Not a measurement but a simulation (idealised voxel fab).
The name of this process module is voxel capacitor over wiring.
Square cells of 5 nm make up the cross-section cut, whose width is 285 nm.
This document writes a cross-section as a grid whose cells are square, and gives it as bands, listed from the top down; one or more rows of cells form a band. A band entry consists of two parts. The first gives the height of the band's top and the height of its bottom, in nm. The rest lists the band's materials from left to right, each with its width in nm. A single material labelled with the word "all across" fills the band from edge to edge, and the word "empty" marks empty space. Counting heights begins at 0, where everything beneath is, in the wafer as received, one material. The lowest band has no bottom; it goes on downwards, as "top 0, no bottom" shows. It should be noted that a width expressed as "30 to 40" varies in equal increments from row to row of cells within the band, taking the value of the first number at the top row and that of the second number at the bottom row. A step reported as "left unchanged" is a step in which no cell of the cross-section changed. What "Unvented voids" gives you is every empty space of 8 cells or more that is cut off from the top. Each appears as width x height at distance, with the distance taken from the left edge and width, height and distance all in nm. On a step's line, text after the settings is the simulator commenting on that step. Steps that use a mask can have "overlay nm" on their line. It says how far the mask sat to the right of where it was meant to be. Negative means to the left.
-- Planned process steps
1) op RECEIVE | material Si
2) op CONFORMAL_DEP | material SiO2 | thk nm 15
3) op DIRECTIONAL_DEP | material TiN | thk nm 5
4) op DIRECTIONAL_DEP | material Ru | thk nm 20
5) op PATTERN | tone cover | mask id METAL_1 | material resist | width nm 20 | pitch nm 100 | thk nm 20 | overlay nm 0
6) op DIRECTIONAL_ETCH | etch materials Ru | depth nm 20
7) op DIRECTIONAL_ETCH | etch materials TiN | depth nm 5
8) op STRIP | etch materials resist
9) op FILL_DEP | material SiO2 | thk nm 10
10) op CMP | height nm 40
11) op CONFORMAL_DEP | material SiCN | thk nm 5
12) op DIRECTIONAL_DEP | material lowk | thk nm 15
13) op DIRECTIONAL_DEP | material aC | thk nm 15
14) op PATTERN | tone open | mask id PLUG_1 | material resist | width nm 15 | thk nm 30 | overlay nm 0
15) op DIRECTIONAL_ETCH | etch materials aC | depth nm 15
16) op STRIP | etch materials resist
17) op DIRECTIONAL_ETCH | etch materials lowk | depth nm 15
18) op DIRECTIONAL_ETCH | etch materials SiCN | depth nm 5
19) op STRIP | etch materials aC
20) op EPI | material Ru | thk nm 10
21) op EPI | material Ru | thk nm 10
22) op DIRECTIONAL_DEP | material TiN | thk nm 10
23) op DIRECTIONAL_DEP | material Al2O3 | thk nm 5
24) op DIRECTIONAL_DEP | material TiN | thk nm 5
25) op PATTERN | tone cover | mask id UPPER_PLATE | material resist | width nm 75 | thk nm 15 | overlay nm 0
26) op DIRECTIONAL_ETCH | etch materials TiN | depth nm 5
27) op DIRECTIONAL_ETCH | etch materials Al2O3 | depth nm 5
28) op STRIP | etch materials resist
29) op MASKED_ETCH | tone cover | mask id LOWER_PLATE | width nm 85 | etch materials TiN | depth nm 10 | overlay nm 0
30) op FILL_DEP | material SiO2 | thk nm 20
31) op CMP | height nm 95
32) op MASKED_ETCH | tone open | mask id PLUG_2 | width nm 15 | etch materials SiO2 | depth nm 15 | overlay nm 0
33) op CONFORMAL_DEP | material TiN | thk nm 5
34) op FILL_DEP | material Ru | thk nm 10
35) op CMP | height nm 95
36) op CONFORMAL_DEP | material SiN | thk nm 5
The wafers are alike at the start. At step 5, their width nm differs. The plan lists the first wafer's value.
-- So this is the first of several wafers, cross-sectioned as it came to us, meaning it's at the end of step 1
* top 0, no bottom  Si all across
* Unvented voids: none
-- The rows of the table below are wafers. Looking at the end of the module, a row counts, for every material, the cells the wafer has gained, shown as (+), or lost, shown as (-), since it was received; its closed voids come next
width nm 20, +15 Al2O3, +46 Ru, +54 SiCN, +57 SiN, +742 SiO2, +64 TiN, +162 lowk, Unvented voids: none
width nm 25, +15 Al2O3, +54 Ru, +54 SiCN, +57 SiN, +732 SiO2, +66 TiN, +162 lowk, Unvented voids: none
width nm 30, +15 Al2O3, +62 Ru, +54 SiCN, +57 SiN, +722 SiO2, +68 TiN, +162 lowk, Unvented voids: none
width nm 35, +15 Al2O3, +70 Ru, +54 SiCN, +57 SiN, +712 SiO2, +70 TiN, +162 lowk, Unvented voids: none
width nm 40, +15 Al2O3, +78 Ru, +54 SiCN, +57 SiN, +702 SiO2, +72 TiN, +162 lowk, Unvented voids: none
width nm 45, +15 Al2O3, +86 Ru, +54 SiCN, +57 SiN, +692 SiO2, +74 TiN, +162 lowk, Unvented voids: none
